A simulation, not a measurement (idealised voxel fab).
voxel self aligned vias: a process module
Cross-section cut: width 285 nm, square cells of 5 nm.
A cross-section is a grid of square cells, given in bands from the top down. A band is one or more rows of cells. First you get the band's top height and its bottom height, in nm, and then the materials it's made of, left to right, with each width in nm. If you see a single material with "all across", that one covers the band edge to edge. "empty" is empty space. All heights in this document are referenced to 0, defined as the level beneath which the wafer, as received, consists entirely of one material. The lowest band is not bounded below; it extends indefinitely downward and is written in the form "0 -> down". The expression "30..40" gives the width at the extremes of the band, the first number at its top row of cells and the second at its bottom row, with the width changing by equal amounts from each row to the next in between. It should be understood that the words "all unchanged", when stated for a given step, signify that the cross-section underwent no change in any of its cells during that step. "Sealed void listing" contains a list of empty spaces, each no smaller than 8 cells and without an open way to the top, written in the form width x height at distance with the distance from the left edge and all three in nm. after a step's settings: what the simulator itself notes on the step. overlay nm: where the mask lay relative to plan, measured to the right, on steps with a mask; negatives go left.

The planned process steps are enumerated hereunder:
step 1: RECEIVE (material Si)
step 2: CONFORMAL_DEP (material SiO2; thk nm 15)
step 3: CONFORMAL_DEP (material SiCN; thk nm 5)
step 4: DIRECTIONAL_DEP (material lowk; thk nm 30)
step 5: PATTERN (tone open; mask id LINES; material resist; width nm 20; pitch nm 65; thk nm 15; overlay nm 0)
step 6: DIRECTIONAL_ETCH (etch materials lowk; depth nm 30)
step 7: STRIP (etch materials resist)
step 8: CONFORMAL_DEP (material TiN; thk nm 5)
step 9: FILL_DEP (material W; thk nm 5)
step 10: CMP (height nm 50)
step 11: SELECTIVE_ETCH (etch materials W Ru TiN; depth nm 5)
step 12: FILL_DEP (material SiN; thk nm 5)
step 13: CMP (height nm 50)
step 14: DIRECTIONAL_DEP (material lowk; thk nm 15)
step 15: MASKED_ETCH (tone open; mask id VIAS; width nm 40; etch materials lowk; depth nm 15; overlay nm 0)
step 16: MASKED_ETCH (tone open; mask id VIAS; width nm 40; etch materials SiN; depth nm 5; overlay nm 0)
step 17: CONFORMAL_DEP (material TiN; thk nm 5)
step 18: FILL_DEP (material Cu; thk nm 5)
step 19: CMP (height nm 65)
step 20: CONFORMAL_DEP (material SiN; thk nm 5)

Delivered wafer in cross-section: state after step 1:
	0 -> down = Si all across
	Sealed void listing: none

One mistake in running the module, otherwise start and plan as above: cross-section at the end:
	70 -> 65 = SiN all across
	65 -> 55 = 85 of Cu, then 5 of TiN, then 40 of lowk, then 5 of TiN, then 150 of Cu
	55 -> 50 = 90 of TiN, then 40 of lowk, then 155 of TiN
	50 -> 45 = 100 of lowk, then 20 of SiN, then 45 of lowk, then 20 of SiN, then 100 of lowk
	45 -> 25 = 100 of lowk, then 5 of TiN, then 10 of W, then 5 of TiN, then 45 of lowk, then 5 of TiN, then 10 of W, then 5 of TiN, then 100 of lowk
	25 -> 20 = 100 of lowk, then 20 of TiN, then 45 of lowk, then 20 of TiN, then 100 of lowk
	20 -> 15 = SiCN all across
	15 -> 0 = SiO2 all across
	0 -> down = Si all across
	Sealed void listing: none
Diagnosis: step 15 was run on a setting that differed from the plan, and what really ran there is MASKED_ETCH (tone cover; mask id VIAS; width nm 40; etch materials lowk; depth nm 15; overlay nm 0)
